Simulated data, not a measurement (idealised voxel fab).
Herein follows the process module entitled voxel spacer lines.
Section cut is 220 nm wide and gridded with 5 nm square cells.
Square cells in a grid make up a cross-section in this document, and the grid is given as bands, listed from the top down, each one or more rows of cells. Per band: top height and bottom height in nm, followed by the left-to-right materials and their widths in nm; "edge to edge" marks a single material spanning edge to edge, "blank" marks empty space. Ref level 0: as-received wafer is one material below here. Bottom band extends down with no lower bound ("0 nm and below"). Width "30..40": first value at the band's top row of cells, second value at its bottom row, equal change from row to row. "remained the same" -> step changed no cross-section cell. Each empty space that has no open way to the top and spans at least 8 cells appears under "Unvented cavities" as width x height at distance, the distance counted from the left edge, all in nm. That trailing text on a step's line, after the settings, is the simulator's own remark on the step. "overlay nm" denotes, for a step that has a mask, the displacement of the mask to the right of its planned place, with negative values corresponding to the left.
-- Here's what the planned process steps look like
1: RECEIVE, material Si
2: CONFORMAL_DEP, material Al2O3, thk nm 10
3: DIRECTIONAL_DEP, material SiN, thk nm 10
4: DIRECTIONAL_DEP, material aC, thk nm 25
5: PATTERN, tone cover, mask id MANDREL, material resist, width nm 15, pitch nm 60, thk nm 30, overlay nm 0
6: DIRECTIONAL_ETCH, etch materials aC, depth nm 25
7: STRIP, etch materials resist
8: CONFORMAL_DEP, material SiO2, thk nm 15
9: DIRECTIONAL_ETCH, etch materials SiO2, depth nm 15
10: STRIP, etch materials aC
11: DIRECTIONAL_ETCH, etch materials SiN, depth nm 10
12: STRIP, etch materials SiO2
13: FILL_DEP, material SiO2, thk nm 5
14: CMP, height nm 20
The value of width nm given for step 5 in the plan refers to the first wafer; the wafers vary in this setting and are alike at the start.
-- So this is the first of several wafers, cross-sectioned as it came to us, meaning it's at the end of step 1
* 0 nm and below = Si edge to edge
* Unvented cavities: none
-- What follows is a table in which each wafer occupies a row; for the wafer as it stands at the close of the module, the row states, material by material, how many cells have been gained (+) or lost (-) since receipt, and then gives its closed voids
width nm 15, +88 Al2O3, +36 SiN, +52 SiO2, Unvented cavities: none
width nm 20, +88 Al2O3, +36 SiN, +52 SiO2, Unvented cavities: none
width nm 25, +88 Al2O3, +36 SiN, +52 SiO2, Unvented cavities: none
width nm 30, +88 Al2O3, +36 SiN, +52 SiO2, Unvented cavities: none
